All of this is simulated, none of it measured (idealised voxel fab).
process module | voxel lift off
cross-section cut | 295 nm wide | cells 5 nm
A cross-section is a grid of square cells, given in bands from the top down. A band is one or more rows of cells.
Each band's line starts with the height of the band's top and of its bottom, in nm. Then come its materials from left to right, each with its width in nm. One material with "throughout" fills the band from edge to edge. "air" is empty space.
Height 0 is the level under which the wafer as received is all one material. The lowest band goes on downwards, as in "0 down".
A width such as "30 to 40" changes by the same amount from each row of cells to the next, from the band's top row to its bottom row.
"no change" after a step means that no cell of the cross-section changed.
closed voids: empty space of 8 cells or more with no open way to the top, each as width x height at its distance from the left edge, in nm
after a step's settings: what the simulator itself notes on the step
overlay nm, on a step with a mask: how far to the right of its planned place the mask lay; to the left if negative
plan
1 op RECEIVE | material Si
2 op CONFORMAL_DEP | material SiN | thk nm 10
3 op PATTERN | tone open | mask id LINES | material resist | width nm 20 | pitch nm 40 | thk nm 25 | overlay nm 0
4 op DIRECTIONAL_DEP | material Ru | thk nm 15
5 op STRIP | etch materials resist
6 op CONFORMAL_DEP | material SiN | thk nm 10
first wafer, as planned
as received, after step 1
  0 down: Si throughout
  closed voids: none
after step 2
  10 to 0: SiN throughout
  below 0: unchanged
after step 3
  35 to 10: resist 115 | air 20 | resist 20 | air 20 | resist 120
  below 10: unchanged
after step 4
  50 to 35: Ru 115 | air 20 | Ru 20 | air 20 | Ru 120
  35 to 25: resist 115 | air 20 | resist 20 | air 20 | resist 120
  25 to 10: resist 115 | Ru 20 | resist 20 | Ru 20 | resist 120
  below 10: unchanged
after step 5
  25 to 10: air 115 | Ru 20 | air 20 | Ru 20 | air 120
  below 10: unchanged
after step 6
  35 to 25: air 105 | SiN 80 | air 110
  25 to 20: air 105 | SiN 10 | Ru 20 | SiN 20 | Ru 20 | SiN 10 | air 110
  20 to 10: SiN 115 | Ru 20 | SiN 20 | Ru 20 | SiN 120
  below 10: unchanged
second wafer: like start, like plan, one mistake. Through step 2 it matches the first wafer
when step 3 should have ended
  35 to 10: resist 105 | air 20 | resist 20 | air 20 | resist 130
  below 10: unchanged
when step 4 should have ended
  50 to 35: Ru 105 | air 20 | Ru 20 | air 20 | Ru 130
  35 to 25: resist 105 | air 20 | resist 20 | air 20 | resist 130
  25 to 10: resist 105 | Ru 20 | resist 20 | Ru 20 | resist 130
  below 10: unchanged
when step 5 should have ended
  25 to 10: air 105 | Ru 20 | air 20 | Ru 20 | air 130
  below 10: unchanged
when step 6 should have ended
  35 to 25: air 95 | SiN 80 | air 120
  25 to 20: air 95 | SiN 10 | Ru 20 | SiN 20 | Ru 20 | SiN 10 | air 120
  20 to 10: SiN 105 | Ru 20 | SiN 20 | Ru 20 | SiN 130
  below 10: unchanged
what went wrong: step 3 ran as: op PATTERN | tone open | mask id LINES | material resist | width nm 20 | pitch nm 40 | thk nm 25 | overlay nm -10
at the end the second wafer has, in cells: as many of each material as the first, in other places
